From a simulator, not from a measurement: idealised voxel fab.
A process module follows: voxel trench capacitor.
The width of the displayed cross-section, cut, is 285 nm; its cells are square, with a size of 5 nm.
A cross-section is written here as square cells arranged in a grid, and it is given in bands from the top down, each band taking up one or more rows of cells. What a band's entry tells you: where the top is and where the bottom is, as heights in nm, and after that what lies inside, material by material from left to right, each with its width in nm. Empty space is written as the word "blank", and a single material marked with the word "full width" occupies the band from edge to edge. Ref level 0: as-received wafer is one material below here. Bottom band extends down with no lower bound ("0 and below"). The expression "30 to 40" gives the width at the extremes of the band, the first number at its top row of cells and the second at its bottom row, with the width changing by equal amounts from each row to the next in between. "nothing got changed" after a step means that no cell of the cross-section changed. The list in "Closed void entries" covers empty spaces of 8 cells or more that cannot reach the top through any open way, and it gives each as width x height at distance; the distance is from the left edge, and width, height and distance are in nm. Read whatever lies past the settings on a step's line as the simulator's own remark about the step. The "overlay nm" setting may appear on a step's line; for a step that uses a mask, it gives how far to the right of its planned position the mask lay, and a negative value indicates the left.
# These are the steps we planned for the process
1. RECEIVE,material Si
2. CONFORMAL_DEP,material SiN,thk nm 5
3. MASKED_ETCH,tone open,mask id TRENCH,width nm 25,pitch nm 40,etch materials SiN,depth nm 5,overlay nm 0
4. MASKED_ETCH,tone open,mask id TRENCH,width nm 25,pitch nm 40,etch materials Si,depth nm 35,overlay nm 0
5. CONFORMAL_DEP,material Al2O3,thk nm 5
6. CONFORMAL_DEP,material TiN,thk nm 5
7. FILL_DEP,material W,thk nm 10
8. CMP,height nm 5
# Cross-section of the wafer as it came to us, i.e., already through step 1
* 0 and below: Si full width
* Closed void entries: none
# As-planned run: cross-section of the first of two wafers at end of module
* 5 down to 0: SiN: 70, then Al2O3: 5, then TiN: 5, then W: 5, then TiN: 5, then Al2O3: 5, then SiN: 15, then Al2O3: 5, then TiN: 5, then W: 5, then TiN: 5, then Al2O3: 5, then SiN: 15, then Al2O3: 5, then TiN: 5, then W: 5, then TiN: 5, then Al2O3: 5, then SiN: 15, then Al2O3: 5, then TiN: 5, then W: 5, then TiN: 5, then Al2O3: 5, then SiN: 70
* 0 down to -25: Si: 70, then Al2O3: 5, then TiN: 5, then W: 5, then TiN: 5, then Al2O3: 5, then Si: 15, then Al2O3: 5, then TiN: 5, then W: 5, then TiN: 5, then Al2O3: 5, then Si: 15, then Al2O3: 5, then TiN: 5, then W: 5, then TiN: 5, then Al2O3: 5, then Si: 15, then Al2O3: 5, then TiN: 5, then W: 5, then TiN: 5, then Al2O3: 5, then Si: 70
* -25 down to -30: Si: 70, then Al2O3: 5, then TiN: 15, then Al2O3: 5, then Si: 15, then Al2O3: 5, then TiN: 15, then Al2O3: 5, then Si: 15, then Al2O3: 5, then TiN: 15, then Al2O3: 5, then Si: 15, then Al2O3: 5, then TiN: 15, then Al2O3: 5, then Si: 70
* -30 down to -35: Si: 70, then Al2O3: 25, then Si: 15, then Al2O3: 25, then Si: 15, then Al2O3: 25, then Si: 15, then Al2O3: 25, then Si: 70
* -35 and below: Si full width
* Closed void entries: none
# Here is the second of the two wafers cut open at the end of the module - same start, same plan as the first one, but we made one mistake running it
* -5 down to -25: Si: 70, then Al2O3: 5, then TiN: 5, then W: 5, then TiN: 5, then Al2O3: 5, then Si: 15, then Al2O3: 5, then TiN: 5, then W: 5, then TiN: 5, then Al2O3: 5, then Si: 15, then Al2O3: 5, then TiN: 5, then W: 5, then TiN: 5, then Al2O3: 5, then Si: 15, then Al2O3: 5, then TiN: 5, then W: 5, then TiN: 5, then Al2O3: 5, then Si: 70
* -25 down to -30: Si: 70, then Al2O3: 5, then TiN: 15, then Al2O3: 5, then Si: 15, then Al2O3: 5, then TiN: 15, then Al2O3: 5, then Si: 15, then Al2O3: 5, then TiN: 15, then Al2O3: 5, then Si: 15, then Al2O3: 5, then TiN: 15, then Al2O3: 5, then Si: 70
* -30 down to -35: Si: 70, then Al2O3: 25, then Si: 15, then Al2O3: 25, then Si: 15, then Al2O3: 25, then Si: 15, then Al2O3: 25, then Si: 70
* -35 and below: Si full width
* Closed void entries: none
Against the plan, the run slipped here: step 8 changed vs plan, executed as CMP,height nm -5
at the end the second wafer has, in cells: Al2O3 -16, Si -37, SiN -37, TiN -16, W -8
